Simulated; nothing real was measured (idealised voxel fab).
The document below concerns the process module designated voxel released beams.
The cross-section shown here is cut; it is 220 nm wide and divided into square cells measuring 5 nm on a side.
In this document a cross-section is written as a grid of square cells. It is given as a series of bands, listed from the top down, and a band is one or more rows of cells. Read a band's entry like this: the first values are the height of its top and the height of its bottom in nm, and what follows is the sequence of materials from left to right, each with its width in nm. Note that "empty" is empty space, and that a single material marked "all across" reaches across the band from edge to edge. All heights in this document are referenced to 0, defined as the level beneath which the wafer, as received, consists entirely of one material. The lowest band is not bounded below; it extends indefinitely downward and is written in the form "0 -> down". Top row gets the first number, bottom row gets the second, and each row in between changes by the same step: that is how a band width like "30->40" works. Basically "changes: none" means that step didn't change any cell in the cross-section. "Sealed-off cavities" enumerates empty spaces isolated from the top, with no open way to it, that contain at least 8 cells, giving each as width x height at distance from the left edge, all three in nm. What comes after the settings on a step's line is commentary from the simulator itself on that step. Steps that use a mask can have "overlay nm" on their line. It says how far the mask sat to the right of where it was meant to be. Negative means to the left.
PROCESS STEPS FORESEEN IN THE PLAN
1,RECEIVE with material Si
2,CONFORMAL_DEP with material Al2O3, thk nm 10
3,DIRECTIONAL_DEP with material SiO2, thk nm 10
4,DIRECTIONAL_DEP with material aC, thk nm 15
5,PATTERN with tone open, mask id ANCHOR, material resist, width nm 35, thk nm 30, overlay nm 0
6,DIRECTIONAL_ETCH with etch materials aC, depth nm 15
7,STRIP with etch materials resist
8,DIRECTIONAL_ETCH with etch materials SiO2, depth nm 10
9,STRIP with etch materials aC
10,CONFORMAL_DEP with material W, thk nm 10
11,MASKED_ETCH with tone cover, mask id BEAM, width nm 110, etch materials W, depth nm 10, overlay nm 0
12,STRIP with etch materials SiO2
FIRST WAFER, AS PLANNED
CROSS-SECTIONAL VIEW OF THE WAFER IN ITS AS-RECEIVED CONDITION, CORRESPONDING TO THE STATE AFTER STEP 1
	0 -> down | Si all across
	Sealed-off cavities: none
THE WAFER, SEEN IN CROSS-SECTION, AFTER STEP 2
	10 -> 0 | Al2O3 all across
	Rest of section, below 0: as before.
THE WAFER, SEEN IN CROSS-SECTION, AFTER STEP 3
	20 -> 10 | SiO2 all across
	Rest of section, below 10: as before.
THE WAFER, SEEN IN CROSS-SECTION, AFTER STEP 4
	35 -> 20 | aC all across
	Rest of section, below 20: as before.
THE WAFER, SEEN IN CROSS-SECTION, AFTER STEP 5
	65 -> 35 | resist 55 nm, empty 35 nm, resist 130 nm
	Rest of section, below 35: as before.
THE WAFER, SEEN IN CROSS-SECTION, AFTER STEP 6
	50 -> 35 | resist 55 nm, empty 35 nm, resist 130 nm
	35 -> 20 | aC 55 nm, empty 35 nm, aC 130 nm
	Rest of section, below 20: as before.
THE WAFER, SEEN IN CROSS-SECTION, AFTER STEP 7
	35 -> 20 | aC 55 nm, empty 35 nm, aC 130 nm
	Rest of section, below 20: as before.
THE WAFER, SEEN IN CROSS-SECTION, AFTER STEP 8
	35 -> 20 | aC 55 nm, empty 35 nm, aC 130 nm
	20 -> 10 | SiO2 55 nm, empty 35 nm, SiO2 130 nm
	Rest of section, below 10: as before.
THE WAFER, SEEN IN CROSS-SECTION, AFTER STEP 9
	20 -> 10 | SiO2 55 nm, empty 35 nm, SiO2 130 nm
	Rest of section, below 10: as before.
THE WAFER, SEEN IN CROSS-SECTION, AFTER STEP 10
	30 -> 20 | W 65 nm, empty 15 nm, W 140 nm
	20 -> 10 | SiO2 55 nm, W 35 nm, SiO2 130 nm
	Rest of section, below 10: as before.
THE WAFER, SEEN IN CROSS-SECTION, AFTER STEP 11
	30 -> 20 | empty 50 nm, W 15 nm, empty 15 nm, W 80 nm, empty 60 nm
	Rest of section, below 20: as before.
THE WAFER, SEEN IN CROSS-SECTION, AFTER STEP 12
	30 -> 20 | empty 50 nm, W 15 nm, empty 15 nm, W 80 nm, empty 60 nm
	20 -> 10 | empty 55 nm, W 35 nm, empty 130 nm
	Rest of section, below 10: as before.
SECOND WAFER, SAME STARTING CONDITIONS AND RECIPE AS THE FIRST, ONE MISTAKE IN EXECUTING IT, NOTHING DIFFERS FROM THE FIRST UP TO AND INCLUDING STEP 1
CROSS-SECTION OF THE SECOND WAFER AT THE TIME BY WHICH STEP 2 SHOULD HAVE BEEN COMPLETED ACCORDING TO THE PLAN
	10 -> 0 | SiO2 all across
	Rest of section, below 0: as before.
CROSS-SECTION OF THE SECOND WAFER AT THE TIME BY WHICH STEP 3 SHOULD HAVE BEEN COMPLETED ACCORDING TO THE PLAN
	20 -> 10 | Al2O3 all across
	Rest of section, below 10: as before.
CROSS-SECTION OF THE SECOND WAFER AT THE TIME BY WHICH STEP 4 SHOULD HAVE BEEN COMPLETED ACCORDING TO THE PLAN
	35 -> 20 | aC all across
	Rest of section, below 20: as before.
CROSS-SECTION OF THE SECOND WAFER AT THE TIME BY WHICH STEP 5 SHOULD HAVE BEEN COMPLETED ACCORDING TO THE PLAN
	65 -> 35 | resist 55 nm, empty 35 nm, resist 130 nm
	Rest of section, below 35: as before.
CROSS-SECTION OF THE SECOND WAFER AT THE TIME BY WHICH STEP 6 SHOULD HAVE BEEN COMPLETED ACCORDING TO THE PLAN
	50 -> 35 | resist 55 nm, empty 35 nm, resist 130 nm
	35 -> 20 | aC 55 nm, empty 35 nm, aC 130 nm
	Rest of section, below 20: as before.
CROSS-SECTION OF THE SECOND WAFER AT THE TIME BY WHICH STEP 7 SHOULD HAVE BEEN COMPLETED ACCORDING TO THE PLAN
	35 -> 20 | aC 55 nm, empty 35 nm, aC 130 nm
	Rest of section, below 20: as before.
Cross-section of the second wafer at the time by which step 8 should have been completed according to the plan: changes: none
CROSS-SECTION OF THE SECOND WAFER AT THE TIME BY WHICH STEP 9 SHOULD HAVE BEEN COMPLETED ACCORDING TO THE PLAN
	20 -> 10 | Al2O3 all across
	Rest of section, below 10: as before.
CROSS-SECTION OF THE SECOND WAFER AT THE TIME BY WHICH STEP 10 SHOULD HAVE BEEN COMPLETED ACCORDING TO THE PLAN
	30 -> 20 | W all across
	Rest of section, below 20: as before.
CROSS-SECTION OF THE SECOND WAFER AT THE TIME BY WHICH STEP 11 SHOULD HAVE BEEN COMPLETED ACCORDING TO THE PLAN
	30 -> 20 | empty 50 nm, W 110 nm, empty 60 nm
	Rest of section, below 20: as before.
Cross-section of the second wafer at the time by which step 12 should have been completed according to the plan: changes: none
It is concluded that the wafer was processed incorrectly with respect to the plan, in that it was found that steps 2 and 3 of the process plan had been performed in exchanged positions
The closing comparison, in cells, has the second wafer with more or fewer of some materials than the first: SiO2: 88 more | W: 8 fewer
